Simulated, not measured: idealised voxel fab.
A process module follows: voxel capacitor over wiring.
The cross-section shown here is cut; it is 230 nm wide and divided into square cells measuring 5 nm on a side.
This document writes a cross-section as a grid whose cells are square, and gives it as bands, listed from the top down; one or more rows of cells form a band. Heights first: top, then bottom, in nm. Then materials, left to right, each with a width in nm. "all across" on a single material: fills the band edge to edge. "blank": empty space. For the purposes of this specification, 0 denotes the height below which the wafer in its as-received condition is composed wholly of one material, and the lowermost band, lacking a lower limit, extends downward without end, as expressed in "z 0 and below". It should be noted that a width expressed as "30 to 40" varies in equal increments from row to row of cells within the band, taking the value of the first number at the top row and that of the second number at the bottom row. Any step labelled "no modifications" changed none of the cells in the cross-section. In "Enclosed void inventory" the enclosed voids are listed, meaning empty spaces of 8 cells or larger without any opening to the top. The form is width x height at distance, distance from the left edge, units nm. Read whatever lies past the settings on a step's line as the simulator's own remark about the step. overlay nm: how far to the right of its planned place the mask lay on this masked step (negative: to the left).
The process steps that were planned are listed below
- 1: RECEIVE,material Si
- 2: CONFORMAL_DEP,material SiO2,thk nm 10
- 3: CONFORMAL_DEP,material SiCN,thk nm 5
- 4: DIRECTIONAL_DEP,material lowk,thk nm 20
- 5: MASKED_ETCH,tone open,mask id METAL_1,width nm 30,pitch nm 90,etch materials lowk,depth nm 20,overlay nm 0
- 6: MASKED_ETCH,tone open,mask id METAL_1,width nm 30,pitch nm 90,etch materials SiCN,depth nm 5,overlay nm 0
- 7: CONFORMAL_DEP,material TiN,thk nm 5
- 8: FILL_DEP,material W,thk nm 10
- 9: CMP,height nm 35
- 10: EPI,material Ru,thk nm 5
- 11: FILL_DEP,material SiCN,thk nm 5
- 12: DIRECTIONAL_DEP,material SiO2,thk nm 15
- 13: MASKED_ETCH,tone open,mask id PLUG_1,width nm 15,etch materials SiO2,depth nm 15,overlay nm -15
- 14: MASKED_ETCH,tone open,mask id PLUG_1,width nm 15,etch materials SiCN,depth nm 5,overlay nm 0
- 15: EPI,material Ru,thk nm 10
- 16: EPI,material Ru,thk nm 10
- 17: DIRECTIONAL_DEP,material TiN,thk nm 5
- 18: DIRECTIONAL_DEP,material SiN,thk nm 5
- 19: DIRECTIONAL_DEP,material TiN,thk nm 5
- 20: PATTERN,tone cover,mask id UPPER_PLATE,material resist,width nm 65,thk nm 15,overlay nm 0
- 21: DIRECTIONAL_ETCH,etch materials TiN,depth nm 5
- 22: DIRECTIONAL_ETCH,etch materials SiN,depth nm 5
- 23: STRIP,etch materials resist
- 24: MASKED_ETCH,tone cover,mask id LOWER_PLATE,width nm 75,etch materials TiN,depth nm 5,overlay nm 0
- 25: FILL_DEP,material SiO2,thk nm 20
- 26: CMP,height nm 90
- 27: PATTERN,tone open,mask id PLUG_2,material resist,width nm 15,thk nm 20,overlay nm 0
- 28: DIRECTIONAL_ETCH,etch materials SiO2,depth nm 15
- 29: STRIP,etch materials resist
- 30: CONFORMAL_DEP,material TiN,thk nm 5
- 31: FILL_DEP,material Ru,thk nm 10
- 32: CMP,height nm 90
- 33: CONFORMAL_DEP,material SiN,thk nm 5
Across this set of wafers, the varied parameter is the overlay nm of step 13. Starting conditions are identical for every wafer, and the plan reports the value assigned to the first wafer.
The first of several wafers as received, shown in cross-section; this is its state after step 1
    z 0 and below = Si all across
    Enclosed void inventory: none
Tabulated below, wafer by wafer, are the end-of-module results: for each material, the number of cells gained (+) or lost (-) relative to the as-received state, followed by the closed voids
overlay nm -15 | +18 Ru | +110 SiCN | +59 SiN | +456 SiO2 | +63 TiN | +32 W | +136 lowk | Enclosed void inventory: none
overlay nm -10 | +28 Ru | +109 SiCN | +59 SiN | +447 SiO2 | +63 TiN | +32 W | +136 lowk | Enclosed void inventory: none
overlay nm -5 | +29 Ru | +108 SiCN | +59 SiN | +447 SiO2 | +63 TiN | +32 W | +136 lowk | Enclosed void inventory: none
overlay nm 0 | +30 Ru | +107 SiCN | +59 SiN | +447 SiO2 | +63 TiN | +32 W | +136 lowk | Enclosed void inventory: none
overlay nm 5 | +29 Ru | +108 SiCN | +59 SiN | +447 SiO2 | +63 TiN | +32 W | +136 lowk | Enclosed void inventory: none
overlay nm 10 | +28 Ru | +109 SiCN | +59 SiN | +447 SiO2 | +63 TiN | +32 W | +136 lowk | Enclosed void inventory: none
overlay nm 15 | +18 Ru | +110 SiCN | +59 SiN | +456 SiO2 | +63 TiN | +32 W | +136 lowk | Enclosed void inventory: none
